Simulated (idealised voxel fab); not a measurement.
Process module under the name voxel capacitor over wiring
170 nm wide, 5 nm square cells: that's cross-section cut.
When this document writes out a cross-section, it uses a grid of square cells and lists it as bands, beginning at the top and moving down, with a band standing for one or more rows of cells.
Band: top and bottom heights (nm) first, top before bottom; then materials from left to right, widths in nm. "all across" marks a sole material filling the band edge to edge. "empty" denotes empty space.
Note: height 0 marks the level under which the wafer is uniformly one material as received. Lowest band unbounded below, written "top 0, no bottom".
Think of "30..40" as a width that walks from the first number to the second as you go down the band, top row to bottom row, taking equal-sized steps from row to row.
Where the words "remained unchanged" appear for a step, the cross-section shows no cell changed by that step; every cell remained as before.
Reported under the label "Closed void table" are the empty spaces having no open way to the top and comprising 8 cells or more; the notation for each is width x height at distance, in which the distance is measured from the left edge and all three values are in nm.
Text after the settings on a step's line: the simulator's own remark on that step.
The line of a step may include "overlay nm". On a step with a mask, this value is how far to the right of its planned place the mask lay. A negative value means the mask lay to the left.
**Process steps (planned)**
1,RECEIVE: material Si
2,CONFORMAL_DEP: material SiO2, thk nm 10
3,DIRECTIONAL_DEP: material TiN, thk nm 5
4,DIRECTIONAL_DEP: material Ru, thk nm 15
5,PATTERN: tone cover, mask id METAL_1, material resist, width nm 25, pitch nm 85, thk nm 15, overlay nm 0
6,DIRECTIONAL_ETCH: etch materials Ru, depth nm 15
7,DIRECTIONAL_ETCH: etch materials TiN, depth nm 5
8,STRIP: etch materials resist
9,FILL_DEP: material lowk, thk nm 10
10,CMP: height nm 30
11,CONFORMAL_DEP: material SiCN, thk nm 5
12,DIRECTIONAL_DEP: material lowk, thk nm 10
13,PATTERN: tone open, mask id PLUG_1, material resist, width nm 15, thk nm 15, overlay nm 0
14,DIRECTIONAL_ETCH: etch materials lowk, depth nm 10
15,DIRECTIONAL_ETCH: etch materials SiCN, depth nm 5
16,STRIP: etch materials resist
17,EPI: material Ru, thk nm 10
18,EPI: material Ru, thk nm 5
19,DIRECTIONAL_DEP: material TiN, thk nm 10
20,DIRECTIONAL_DEP: material Al2O3, thk nm 5
21,DIRECTIONAL_DEP: material TiN, thk nm 5
22,MASKED_ETCH: tone cover, mask id UPPER_PLATE, width nm 65, etch materials TiN, depth nm 5, overlay nm 0
23,MASKED_ETCH: tone cover, mask id UPPER_PLATE, width nm 65, etch materials Al2O3, depth nm 5, overlay nm 0
24,DIRECTIONAL_DEP: material aC, thk nm 15
25,PATTERN: tone cover, mask id LOWER_PLATE, material resist, width nm 75, thk nm 35, overlay nm 0
26,DIRECTIONAL_ETCH: etch materials aC, depth nm 15
27,STRIP: etch materials resist
28,DIRECTIONAL_ETCH: etch materials TiN, depth nm 10
29,STRIP: etch materials aC
30,FILL_DEP: material SiO2, thk nm 20
31,CMP: height nm 80
32,DIRECTIONAL_DEP: material aC, thk nm 15
33,PATTERN: tone open, mask id PLUG_2, material resist, width nm 15, thk nm 30, overlay nm 0
34,DIRECTIONAL_ETCH: etch materials aC, depth nm 15
35,STRIP: etch materials resist
36,DIRECTIONAL_ETCH: etch materials SiO2, depth nm 15
37,STRIP: etch materials aC
38,CONFORMAL_DEP: material TiN, thk nm 5
39,FILL_DEP: material Cu, thk nm 5
40,CMP: height nm 80
41,CONFORMAL_DEP: material SiN, thk nm 5
**Here's what the wafer looked like in cross-section when it arrived - that's after step 1**
- top 0, no bottom | Si all across
- Closed void table: none
**Here's the cross-section of the first of our two wafers at the end of the module - it ran as planned**
- top 85, bottom 80 | SiN all across
- top 80, bottom 70 | SiO2 50 nm  TiN 5 nm  Cu 5 nm  TiN 5 nm  SiO2 105 nm
- top 70, bottom 60 | SiO2 50..40 nm  TiN 15..65 nm  SiO2 105..65 nm
- top 60, bottom 55 | SiO2 40 nm  Al2O3 65 nm  SiO2 65 nm
- top 55, bottom 45 | SiO2 35 nm  TiN 75 nm  SiO2 60 nm
- top 45, bottom 35 | lowk 40 nm  Ru 15 nm  lowk 115 nm
- top 35, bottom 30 | SiCN 40 nm  Ru 15 nm  SiCN 115 nm
- top 30, bottom 15 | lowk 30 nm  Ru 25 nm  lowk 60 nm  Ru 25 nm  lowk 30 nm
- top 15, bottom 10 | lowk 30 nm  TiN 25 nm  lowk 60 nm  TiN 25 nm  lowk 30 nm
- top 10, bottom 0 | SiO2 all across
- top 0, no bottom | Si all across
- Closed void table: none
**Presented here is a cross-section of the second of the two wafers as it stood at the end of the module. It was started in the same manner and assigned the same plan as the first wafer; however, one mistake was made in its execution**
- top 85, bottom 80 | SiN all across
- top 80, bottom 70 | Cu 45 nm  TiN 5 nm  SiO2 15 nm  TiN 5 nm  Cu 100 nm
- top 70, bottom 65 | TiN 50 nm  SiO2 15 nm  TiN 105 nm
- top 65, bottom 60 | SiO2 40 nm  TiN 65 nm  SiO2 65 nm
- top 60, bottom 55 | SiO2 40 nm  Al2O3 65 nm  SiO2 65 nm
- top 55, bottom 45 | SiO2 35 nm  TiN 75 nm  SiO2 60 nm
- top 45, bottom 35 | lowk 40 nm  Ru 15 nm  lowk 115 nm
- top 35, bottom 30 | SiCN 40 nm  Ru 15 nm  SiCN 115 nm
- top 30, bottom 15 | lowk 30 nm  Ru 25 nm  lowk 60 nm  Ru 25 nm  lowk 30 nm
- top 15, bottom 10 | lowk 30 nm  TiN 25 nm  lowk 60 nm  TiN 25 nm  lowk 30 nm
- top 10, bottom 0 | SiO2 all across
- top 0, no bottom | Si all across
- Closed void table: none
Deviation from plan: step 33 did not happen as planned, as run it was PATTERN: tone cover, mask id PLUG_2, material resist, width nm 15, thk nm 30, overlay nm 0
Upon completion, the second wafer contains, in terms of cells, a greater or smaller amount of certain materials than the first wafer: +56 Cu; -84 SiO2; +28 TiN
